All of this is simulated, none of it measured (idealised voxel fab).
This section sets out a process module, namely voxel lift off.
Square cells of 5 nm make up the cross-section cut, whose width is 215 nm.
A cross-section is a grid of square cells, given in bands from the top down. A band is one or more rows of cells. First you get the band's top height and its bottom height, in nm, and then the materials it's made of, left to right, with each width in nm. If you see a single material with "throughout", that one covers the band edge to edge. "empty" is empty space. Heights from 0 (as-received wafer is one material below). Bottom band endless downward, as "0 -> down". Width spec "30->40" -> top row of cells at first value, bottom row at second value, equal per-row change in between. Where a step carries "nothing got changed", the cross-section came out of it unchanged, cell for cell. The entry "Fully sealed voids" lists the empty spaces that cover at least 8 cells and have no open path to the top. Each is written as width x height at distance, where the distance is measured from the left edge and all three values are in nm. Read whatever lies past the settings on a step's line as the simulator's own remark about the step. If you see "overlay nm" on a step's line and that step has a mask, it's telling you how far right of where it was planned the mask ended up; a negative number means it went left instead.

List of planned process steps:
1: RECEIVE with material Si
2: CONFORMAL_DEP with material Al2O3, thk nm 15
3: PATTERN with tone open, mask id LINES, material resist, width nm 15, pitch nm 30, thk nm 20, overlay nm 0
4: DIRECTIONAL_DEP with material Ru, thk nm 10
5: STRIP with etch materials resist
6: CONFORMAL_DEP with material SiO2, thk nm 5

Cross-section of the incoming wafer, state after step 1:
> 0 -> down  Si throughout
> Fully sealed voids: none

Same starting wafer, same plan as above, one mistake in the execution; this is the cross-section at the end of the module:
> 40 -> 35  empty=80; SiO2=25; empty=5; SiO2=25; empty=80
> 35 -> 30  empty=80; SiO2=5; Ru=15; SiO2=5; empty=5; SiO2=5; Ru=15; SiO2=5; empty=80
> 30 -> 25  SiO2=85; Ru=15; SiO2=15; Ru=15; SiO2=85
> 25 -> 0  Al2O3 throughout
> 0 -> down  Si throughout
> Fully sealed voids: none
What was the processing mistake? step 2 was processed under conditions differing from the plan, specifically as CONFORMAL_DEP with material Al2O3, thk nm 25
